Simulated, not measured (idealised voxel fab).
process module | voxel gate over fins
cross-section cut | 260 nm wide | cells 5 nm
A cross-section is a grid of square cells, given in bands from the top down. A band is one or more rows of cells.
Each band's line starts with the height of the band's top and of its bottom, in nm. Then come its materials from left to right, each with its width in nm. One material with "throughout" fills the band from edge to edge. "air" is empty space.
Height 0 is the level under which the wafer as received is all one material. The lowest band goes on downwards, as in "0 down".
A width such as "30 to 40" changes by the same amount from each row of cells to the next, from the band's top row to its bottom row.
"no change" after a step means that no cell of the cross-section changed.
closed voids: empty space of 8 cells or more with no open way to the top, each as width x height at its distance from the left edge, in nm
after a step's settings: what the simulator itself notes on the step
overlay nm, on a step with a mask: how far to the right of its planned place the mask lay; to the left if negative
plan
1 op RECEIVE | material Si
2 op CONFORMAL_DEP | material SiN | thk nm 5
3 op MASKED_ETCH | tone cover | mask id FINS | width nm 15 | pitch nm 60 | etch materials SiN | depth nm 5 | overlay nm 0
4 op MASKED_ETCH | tone cover | mask id FINS | width nm 15 | pitch nm 60 | etch materials Si | depth nm 35 | overlay nm 0
5 op OXIDIZE | depth nm 5
6 op FILL_DEP | material SiO2 | thk nm 5
7 op CMP | height nm 5
8 op MASKED_ETCH | tone open | mask id RAIL | width nm 15 | etch materials SiO2 | depth nm 35 | overlay nm 0
9 op CONFORMAL_DEP | material TiN | thk nm 5
10 op FILL_DEP | material Ru | thk nm 10
11 op CMP | height nm 5
12 op SELECTIVE_ETCH | etch materials W Ru TiN | depth nm 20
13 op FILL_DEP | material SiO2 | thk nm 5
14 op CMP | height nm 5
15 op SELECTIVE_ETCH | etch materials SiO2 | depth nm 15
16 op STRIP | etch materials SiN
17 op CONFORMAL_DEP | material HfO2 | thk nm 5
18 op CONFORMAL_DEP | material TiN | thk nm 5
19 op FILL_DEP | material W | thk nm 15
20 op CMP | height nm 20
21 op CONFORMAL_DEP | material SiN | thk nm 10
first wafer, as planned
as received, after step 1
  0 down: Si throughout
  closed voids: none
after step 2
  5 to 0: SiN throughout
  below 0: unchanged
after step 3
  5 to 0: air 60 | SiN 15 | air 45 | SiN 15 | air 45 | SiN 15 | air 65
  below 0: unchanged
after step 4
  5 to 0: air 60 | SiN 15 | air 45 | SiN 15 | air 45 | SiN 15 | air 65
  0 to -35: air 60 | Si 15 | air 45 | Si 15 | air 45 | Si 15 | air 65
  below -35: unchanged
after step 5
  5 to 0: air 60 | SiN 15 | air 45 | SiN 15 | air 45 | SiN 15 | air 65
  0 to -35: air 60 | SiO2 5 | Si 5 | SiO2 5 | air 45 | SiO2 5 | Si 5 | SiO2 5 | air 45 | SiO2 5 | Si 5 | SiO2 5 | air 65
  -35 to -40: SiO2 65 | Si 5 | SiO2 55 | Si 5 | SiO2 55 | Si 5 | SiO2 70
  below -40: unchanged
after step 6
  10 to 5: SiO2 throughout
  5 to 0: SiO2 60 | SiN 15 | SiO2 45 | SiN 15 | SiO2 45 | SiN 15 | SiO2 65
  0 to -40: SiO2 65 | Si 5 | SiO2 55 | Si 5 | SiO2 55 | Si 5 | SiO2 70
  below -40: unchanged
after step 7
  5 to 0: SiO2 60 | SiN 15 | SiO2 45 | SiN 15 | SiO2 45 | SiN 15 | SiO2 65
  below 0: unchanged
after step 8
  5 to 0: SiO2 60 | SiN 15 | SiO2 15 | air 15 | SiO2 15 | SiN 15 | SiO2 45 | SiN 15 | SiO2 65
  0 to -30: SiO2 65 | Si 5 | SiO2 20 | air 15 | SiO2 20 | Si 5 | SiO2 55 | Si 5 | SiO2 70
  below -30: unchanged
after step 9
  10 to 5: TiN 95 | air 5 | TiN 160
  5 to 0: SiO2 60 | SiN 15 | SiO2 15 | TiN 5 | air 5 | TiN 5 | SiO2 15 | SiN 15 | SiO2 45 | SiN 15 | SiO2 65
  0 to -25: SiO2 65 | Si 5 | SiO2 20 | TiN 5 | air 5 | TiN 5 | SiO2 20 | Si 5 | SiO2 55 | Si 5 | SiO2 70
  -25 to -30: SiO2 65 | Si 5 | SiO2 20 | TiN 15 | SiO2 20 | Si 5 | SiO2 55 | Si 5 | SiO2 70
  below -30: unchanged
after step 10
  20 to 10: Ru throughout
  10 to 5: TiN 95 | Ru 5 | TiN 160
  5 to 0: SiO2 60 | SiN 15 | SiO2 15 | TiN 5 | Ru 5 | TiN 5 | SiO2 15 | SiN 15 | SiO2 45 | SiN 15 | SiO2 65
  0 to -25: SiO2 65 | Si 5 | SiO2 20 | TiN 5 | Ru 5 | TiN 5 | SiO2 20 | Si 5 | SiO2 55 | Si 5 | SiO2 70
  below -25: unchanged
after step 11
  5 to 0: SiO2 60 | SiN 15 | SiO2 15 | TiN 5 | Ru 5 | TiN 5 | SiO2 15 | SiN 15 | SiO2 45 | SiN 15 | SiO2 65
  below 0: unchanged
after step 12
  5 to 0: SiO2 60 | SiN 15 | SiO2 15 | air 15 | SiO2 15 | SiN 15 | SiO2 45 | SiN 15 | SiO2 65
  0 to -15: SiO2 65 | Si 5 | SiO2 20 | air 15 | SiO2 20 | Si 5 | SiO2 55 | Si 5 | SiO2 70
  below -15: unchanged
after step 13
  10 to 5: SiO2 throughout
  5 to 0: SiO2 60 | SiN 15 | SiO2 45 | SiN 15 | SiO2 45 | SiN 15 | SiO2 65
  0 to -15: SiO2 65 | Si 5 | SiO2 55 | Si 5 | SiO2 55 | Si 5 | SiO2 70
  below -15: unchanged
after step 14
  5 to 0: SiO2 60 | SiN 15 | SiO2 45 | SiN 15 | SiO2 45 | SiN 15 | SiO2 65
  below 0: unchanged
after step 15
  5 to 0: air 60 | SiN 15 | air 45 | SiN 15 | air 45 | SiN 15 | air 65
  0 to -10: air 65 | Si 5 | air 55 | Si 5 | air 55 | Si 5 | air 70
  below -10: unchanged
after step 16
  0 to -10: air 65 | Si 5 | air 55 | Si 5 | air 55 | Si 5 | air 70
  below -10: unchanged
after step 17
  5 to 0: air 60 | HfO2 15 | air 45 | HfO2 15 | air 45 | HfO2 15 | air 65
  0 to -5: air 60 | HfO2 5 | Si 5 | HfO2 5 | air 45 | HfO2 5 | Si 5 | HfO2 5 | air 45 | HfO2 5 | Si 5 | HfO2 5 | air 65
  -5 to -10: HfO2 65 | Si 5 | HfO2 55 | Si 5 | HfO2 55 | Si 5 | HfO2 70
  below -10: unchanged
after step 18
  10 to 5: air 55 | TiN 25 | air 35 | TiN 25 | air 35 | TiN 25 | air 60
  5 to 0: air 55 | TiN 5 | HfO2 15 | TiN 5 | air 35 | TiN 5 | HfO2 15 | TiN 5 | air 35 | TiN 5 | HfO2 15 | TiN 5 | air 60
  0 to -5: TiN 60 | HfO2 5 | Si 5 | HfO2 5 | TiN 45 | HfO2 5 | Si 5 | HfO2 5 | TiN 45 | HfO2 5 | Si 5 | HfO2 5 | TiN 65
  below -5: unchanged
after step 19
  25 to 10: W throughout
  10 to 5: W 55 | TiN 25 | W 35 | TiN 25 | W 35 | TiN 25 | W 60
  5 to 0: W 55 | TiN 5 | HfO2 15 | TiN 5 | W 35 | TiN 5 | HfO2 15 | TiN 5 | W 35 | TiN 5 | HfO2 15 | TiN 5 | W 60
  below 0: unchanged
after step 20
  20 to 10: W throughout
  below 10: unchanged
after step 21
  30 to 20: SiN throughout
  below 20: unchanged
second wafer: like start, like plan, one mistake. Through step 3 it matches the first wafer
when step 4 should have ended
  5 to 0: air 60 | SiN 15 | air 45 | SiN 15 | air 45 | SiN 15 | air 65
  0 to -35: air 60 | Si 25 | air 35 | Si 25 | air 35 | Si 25 | air 55
  below -35: unchanged
when step 5 should have ended
  5 to 0: air 60 | SiN 15 | air 45 | SiN 15 | air 45 | SiN 15 | air 65
  0 to -5: air 60 | SiO2 5 | Si 5 | SiO2 15 | air 35 | SiO2 5 | Si 5 | SiO2 15 | air 35 | SiO2 5 | Si 5 | SiO2 15 | air 55
  -5 to -35: air 60 | SiO2 5 | Si 15 | SiO2 5 | air 35 | SiO2 5 | Si 15 | SiO2 5 | air 35 | SiO2 5 | Si 15 | SiO2 5 | air 55
  -35 to -40: SiO2 65 | Si 15 | SiO2 45 | Si 15 | SiO2 45 | Si 15 | SiO2 60
  below -40: unchanged
when step 6 should have ended
  10 to 5: SiO2 throughout
  5 to 0: SiO2 60 | SiN 15 | SiO2 45 | SiN 15 | SiO2 45 | SiN 15 | SiO2 65
  0 to -5: SiO2 65 | Si 5 | SiO2 55 | Si 5 | SiO2 55 | Si 5 | SiO2 70
  -5 to -40: SiO2 65 | Si 15 | SiO2 45 | Si 15 | SiO2 45 | Si 15 | SiO2 60
  below -40: unchanged
when step 7 should have ended
  5 to 0: SiO2 60 | SiN 15 | SiO2 45 | SiN 15 | SiO2 45 | SiN 15 | SiO2 65
  below 0: unchanged
when step 8 should have ended
  5 to 0: SiO2 60 | SiN 15 | SiO2 15 | air 15 | SiO2 15 | SiN 15 | SiO2 45 | SiN 15 | SiO2 65
  0 to -5: SiO2 65 | Si 5 | SiO2 20 | air 15 | SiO2 20 | Si 5 | SiO2 55 | Si 5 | SiO2 70
  -5 to -30: SiO2 65 | Si 15 | SiO2 10 | air 15 | SiO2 20 | Si 15 | SiO2 45 | Si 15 | SiO2 60
  below -30: unchanged
when step 9 should have ended
  10 to 5: TiN 95 | air 5 | TiN 160
  5 to 0: SiO2 60 | SiN 15 | SiO2 15 | TiN 5 | air 5 | TiN 5 | SiO2 15 | SiN 15 | SiO2 45 | SiN 15 | SiO2 65
  0 to -5: SiO2 65 | Si 5 | SiO2 20 | TiN 5 | air 5 | TiN 5 | SiO2 20 | Si 5 | SiO2 55 | Si 5 | SiO2 70
  -5 to -25: SiO2 65 | Si 15 | SiO2 10 | TiN 5 | air 5 | TiN 5 | SiO2 20 | Si 15 | SiO2 45 | Si 15 | SiO2 60
  -25 to -30: SiO2 65 | Si 15 | SiO2 10 | TiN 15 | SiO2 20 | Si 15 | SiO2 45 | Si 15 | SiO2 60
  below -30: unchanged
when step 10 should have ended
  20 to 10: Ru throughout
  10 to 5: TiN 95 | Ru 5 | TiN 160
  5 to 0: SiO2 60 | SiN 15 | SiO2 15 | TiN 5 | Ru 5 | TiN 5 | SiO2 15 | SiN 15 | SiO2 45 | SiN 15 | SiO2 65
  0 to -5: SiO2 65 | Si 5 | SiO2 20 | TiN 5 | Ru 5 | TiN 5 | SiO2 20 | Si 5 | SiO2 55 | Si 5 | SiO2 70
  -5 to -25: SiO2 65 | Si 15 | SiO2 10 | TiN 5 | Ru 5 | TiN 5 | SiO2 20 | Si 15 | SiO2 45 | Si 15 | SiO2 60
  below -25: unchanged
when step 11 should have ended
  5 to 0: SiO2 60 | SiN 15 | SiO2 15 | TiN 5 | Ru 5 | TiN 5 | SiO2 15 | SiN 15 | SiO2 45 | SiN 15 | SiO2 65
  below 0: unchanged
when step 12 should have ended
  5 to 0: SiO2 60 | SiN 15 | SiO2 15 | air 15 | SiO2 15 | SiN 15 | SiO2 45 | SiN 15 | SiO2 65
  0 to -5: SiO2 65 | Si 5 | SiO2 20 | air 15 | SiO2 20 | Si 5 | SiO2 55 | Si 5 | SiO2 70
  -5 to -15: SiO2 65 | Si 15 | SiO2 10 | air 15 | SiO2 20 | Si 15 | SiO2 45 | Si 15 | SiO2 60
  below -15: unchanged
when step 13 should have ended
  10 to 5: SiO2 throughout
  5 to 0: SiO2 60 | SiN 15 | SiO2 45 | SiN 15 | SiO2 45 | SiN 15 | SiO2 65
  0 to -5: SiO2 65 | Si 5 | SiO2 55 | Si 5 | SiO2 55 | Si 5 | SiO2 70
  -5 to -15: SiO2 65 | Si 15 | SiO2 45 | Si 15 | SiO2 45 | Si 15 | SiO2 60
  below -15: unchanged
when step 14 should have ended
  5 to 0: SiO2 60 | SiN 15 | SiO2 45 | SiN 15 | SiO2 45 | SiN 15 | SiO2 65
  below 0: unchanged
when step 15 should have ended
  5 to 0: air 60 | SiN 15 | air 45 | SiN 15 | air 45 | SiN 15 | air 65
  0 to -10: air 65 | Si 5 to 15 | air 55 to 45 | Si 5 to 15 | air 55 to 45 | Si 5 to 15 | air 70 to 60
  below -10: unchanged
when step 16 should have ended
  0 to -10: air 65 | Si 5 to 15 | air 55 to 45 | Si 5 to 15 | air 55 to 45 | Si 5 to 15 | air 70 to 60
  below -10: unchanged
when step 17 should have ended
  5 to 0: air 60 | HfO2 15 | air 45 | HfO2 15 | air 45 | HfO2 15 | air 65
  0 to -5: air 60 | HfO2 5 | Si 5 | HfO2 15 | air 35 | HfO2 5 | Si 5 | HfO2 15 | air 35 | HfO2 5 | Si 5 | HfO2 15 | air 55
  -5 to -10: HfO2 65 | Si 15 | HfO2 45 | Si 15 | HfO2 45 | Si 15 | HfO2 60
  below -10: unchanged
when step 18 should have ended
  10 to 5: air 55 | TiN 25 | air 35 | TiN 25 | air 35 | TiN 25 | air 60
  5 to 0: air 55 | TiN 5 | HfO2 15 | TiN 15 | air 25 | TiN 5 | HfO2 15 | TiN 15 | air 25 | TiN 5 | HfO2 15 | TiN 15 | air 50
  0 to -5: TiN 60 | HfO2 5 | Si 5 | HfO2 15 | TiN 35 | HfO2 5 | Si 5 | HfO2 15 | TiN 35 | HfO2 5 | Si 5 | HfO2 15 | TiN 55
  below -5: unchanged
when step 19 should have ended
  25 to 10: W throughout
  10 to 5: W 55 | TiN 25 | W 35 | TiN 25 | W 35 | TiN 25 | W 60
  5 to 0: W 55 | TiN 5 | HfO2 15 | TiN 15 | W 25 | TiN 5 | HfO2 15 | TiN 15 | W 25 | TiN 5 | HfO2 15 | TiN 15 | W 50
  below 0: unchanged
when step 20 should have ended
  20 to 10: W throughout
  below 10: unchanged
when step 21 should have ended
  30 to 20: SiN throughout
  below 20: unchanged
what went wrong: step 4 ran as: op MASKED_ETCH | tone cover | mask id FINS | width nm 15 | pitch nm 60 | etch materials Si | depth nm 35 | overlay nm 10
at the end the second wafer has, in cells: 42 more of Si | 36 fewer of SiO2 | 6 fewer of W
